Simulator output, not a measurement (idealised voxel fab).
process module | voxel double patterning
cross-section cut | 260 nm wide | cells 5 nm
A cross-section is a grid of square cells, given in bands from the top down. A band is one or more rows of cells.
Each band's line starts with the height of the band's top and of its bottom, in nm. Then come its materials from left to right, each with its width in nm. One material with "throughout" fills the band from edge to edge. "air" is empty space.
Height 0 is the level under which the wafer as received is all one material. The lowest band goes on downwards, as in "0 down".
A width such as "30 to 40" changes by the same amount from each row of cells to the next, from the band's top row to its bottom row.
"no change" after a step means that no cell of the cross-section changed.
closed voids: empty space of 8 cells or more with no open way to the top, each as width x height at its distance from the left edge, in nm
after a step's settings: what the simulator itself notes on the step
overlay nm, on a step with a mask: how far to the right of its planned place the mask lay; to the left if negative
plan
1 op RECEIVE | material Si
2 op CONFORMAL_DEP | material SiO2 | thk nm 5
3 op DIRECTIONAL_DEP | material TiN | thk nm 10
4 op DIRECTIONAL_DEP | material SiCN | thk nm 10
5 op DIRECTIONAL_DEP | material aC | thk nm 10
6 op PATTERN | tone open | mask id FIRST | material resist | width nm 15 | pitch nm 50 | thk nm 30 | overlay nm 0
7 op DIRECTIONAL_ETCH | etch materials aC | depth nm 10
8 op STRIP | etch materials resist
9 op DIRECTIONAL_ETCH | etch materials SiCN | depth nm 10
10 op STRIP | etch materials aC
11 op PATTERN | tone open | mask id SECOND | material resist | width nm 15 | thk nm 15 | overlay nm 0
12 op DIRECTIONAL_ETCH | etch materials SiCN | depth nm 10
13 op STRIP | etch materials resist
14 op DIRECTIONAL_ETCH | etch materials TiN | depth nm 10
15 op STRIP | etch materials SiCN
first wafer, as planned
as received, after step 1
  0 down: Si throughout
  closed voids: none
after step 2
  5 to 0: SiO2 throughout
  below 0: unchanged
after step 3
  15 to 5: TiN throughout
  below 5: unchanged
after step 4
  25 to 15: SiCN throughout
  below 15: unchanged
after step 5
  35 to 25: aC throughout
  below 25: unchanged
after step 6
  65 to 35: resist 95 | air 15 | resist 35 | air 15 | resist 100
  below 35: unchanged
after step 7
  55 to 35: resist 95 | air 15 | resist 35 | air 15 | resist 100
  35 to 25: aC 95 | air 15 | aC 35 | air 15 | aC 100
  below 25: unchanged
after step 8
  35 to 25: aC 95 | air 15 | aC 35 | air 15 | aC 100
  below 25: unchanged
after step 9
  35 to 25: aC 95 | air 15 | aC 35 | air 15 | aC 100
  25 to 15: SiCN 95 | air 15 | SiCN 35 | air 15 | SiCN 100
  below 15: unchanged
after step 10
  25 to 15: SiCN 95 | air 15 | SiCN 35 | air 15 | SiCN 100
  below 15: unchanged
after step 11
  40 to 25: resist 120 | air 15 | resist 125
  25 to 15: SiCN 95 | resist 15 | SiCN 35 | resist 15 | SiCN 100
  below 15: unchanged
after step 12
  40 to 25: resist 120 | air 15 | resist 125
  25 to 15: SiCN 95 | resist 15 | SiCN 10 | air 15 | SiCN 10 | resist 15 | SiCN 100
  below 15: unchanged
after step 13
  25 to 15: SiCN 95 | air 15 | SiCN 10 | air 15 | SiCN 10 | air 15 | SiCN 100
  below 15: unchanged
after step 14
  25 to 15: SiCN 95 | air 15 | SiCN 10 | air 15 | SiCN 10 | air 15 | SiCN 100
  15 to 5: TiN 95 | air 15 | TiN 10 | air 15 | TiN 10 | air 15 | TiN 100
  below 5: unchanged
after step 15
  15 to 5: TiN 95 | air 15 | TiN 10 | air 15 | TiN 10 | air 15 | TiN 100
  below 5: unchanged
second wafer: like start, like plan, one mistake. Through step 1 it matches the first wafer
when step 2 should have ended
  10 to 0: TiN throughout
  below 0: unchanged
when step 3 should have ended
  15 to 10: SiO2 throughout
  below 10: unchanged
when step 4 should have ended
  25 to 15: SiCN throughout
  below 15: unchanged
when step 5 should have ended
  35 to 25: aC throughout
  below 25: unchanged
when step 6 should have ended
  65 to 35: resist 95 | air 15 | resist 35 | air 15 | resist 100
  below 35: unchanged
when step 7 should have ended
  55 to 35: resist 95 | air 15 | resist 35 | air 15 | resist 100
  35 to 25: aC 95 | air 15 | aC 35 | air 15 | aC 100
  below 25: unchanged
when step 8 should have ended
  35 to 25: aC 95 | air 15 | aC 35 | air 15 | aC 100
  below 25: unchanged
when step 9 should have ended
  35 to 25: aC 95 | air 15 | aC 35 | air 15 | aC 100
  25 to 15: SiCN 95 | air 15 | SiCN 35 | air 15 | SiCN 100
  below 15: unchanged
when step 10 should have ended
  25 to 15: SiCN 95 | air 15 | SiCN 35 | air 15 | SiCN 100
  below 15: unchanged
when step 11 should have ended
  40 to 25: resist 120 | air 15 | resist 125
  25 to 15: SiCN 95 | resist 15 | SiCN 35 | resist 15 | SiCN 100
  below 15: unchanged
when step 12 should have ended
  40 to 25: resist 120 | air 15 | resist 125
  25 to 15: SiCN 95 | resist 15 | SiCN 10 | air 15 | SiCN 10 | resist 15 | SiCN 100
  below 15: unchanged
when step 13 should have ended
  25 to 15: SiCN 95 | air 15 | SiCN 10 | air 15 | SiCN 10 | air 15 | SiCN 100
  below 15: unchanged
when step 14 should have ended: no change
when step 15 should have ended
  15 to 10: SiO2 throughout
  below 10: unchanged
what went wrong: steps 2 and 3 were swapped
at the end the second wafer has, in cells: 18 more of TiN
